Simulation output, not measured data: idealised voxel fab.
The document below concerns the process module designated voxel double patterning.
Xsec cut, 265 nm wide, square cell size 5 nm.
The cross-sections in this document take the form of a grid made of square cells. They are written out as bands, in order from top to bottom. Each band consists of one or more rows of cells.
Within each band entry, the heights of the top and of the bottom of the band appear first, in that order and in nm; the materials of the band then follow from left to right, each with its corresponding width in nm. The designation "full width" on a single material indicates that it fills the band from edge to edge; the designation "air" indicates empty space.
Beneath 0, the wafer as received is one material, and that level is where height counting begins. The lowest band goes on downward without a bottom; it is written like "from 0 down".
The width entry "30 to 40" should be interpreted row by row: the top row of cells in the band takes the first number, the bottom row takes the second number, and the change between adjacent rows is uniform throughout.
Given "no modification" for a step, no cell of the cross-section differs between before and after that step.
Closed empty spaces (no open way to the top) of 8 cells or more are what "Enclosed cavity list" lists, each as width x height at distance from the left edge, nm for all three.
It should be noted that, on the line of a given step, the content following the step's settings is a remark produced by the simulator itself with respect to that step.
overlay nm: where the mask lay relative to plan, measured to the right, on steps with a mask; negatives go left.

Process steps - plan
1 RECEIVE: material Si
2 CONFORMAL_DEP: material SiO2, thk nm 10
3 DIRECTIONAL_DEP: material W, thk nm 15
4 DIRECTIONAL_DEP: material SiCN, thk nm 10
5 MASKED_ETCH: tone open, mask id FIRST, width nm 15, pitch nm 50, etch materials SiCN, depth nm 10, overlay nm 0
6 PATTERN: tone open, mask id SECOND, material resist, width nm 15, thk nm 15, overlay nm 0
7 DIRECTIONAL_ETCH: etch materials SiCN, depth nm 10
8 STRIP: etch materials resist
9 DIRECTIONAL_ETCH: etch materials W, depth nm 15
10 STRIP: etch materials SiCN

As received, after step 1
  from 0 down | Si full width
  Enclosed cavity list: none

Cross-section at module end, one run error; start and plan unchanged from above
  from 25 to 10 | W 100  air 30  W 20  air 15  W 100
  from 10 to 0 | SiO2 full width
  from 0 down | Si full width
  Enclosed cavity list: none
Against the plan, the run slipped here: step 6 ran as: PATTERN: tone open, mask id SECOND, material resist, width nm 15, thk nm 15, overlay nm -10
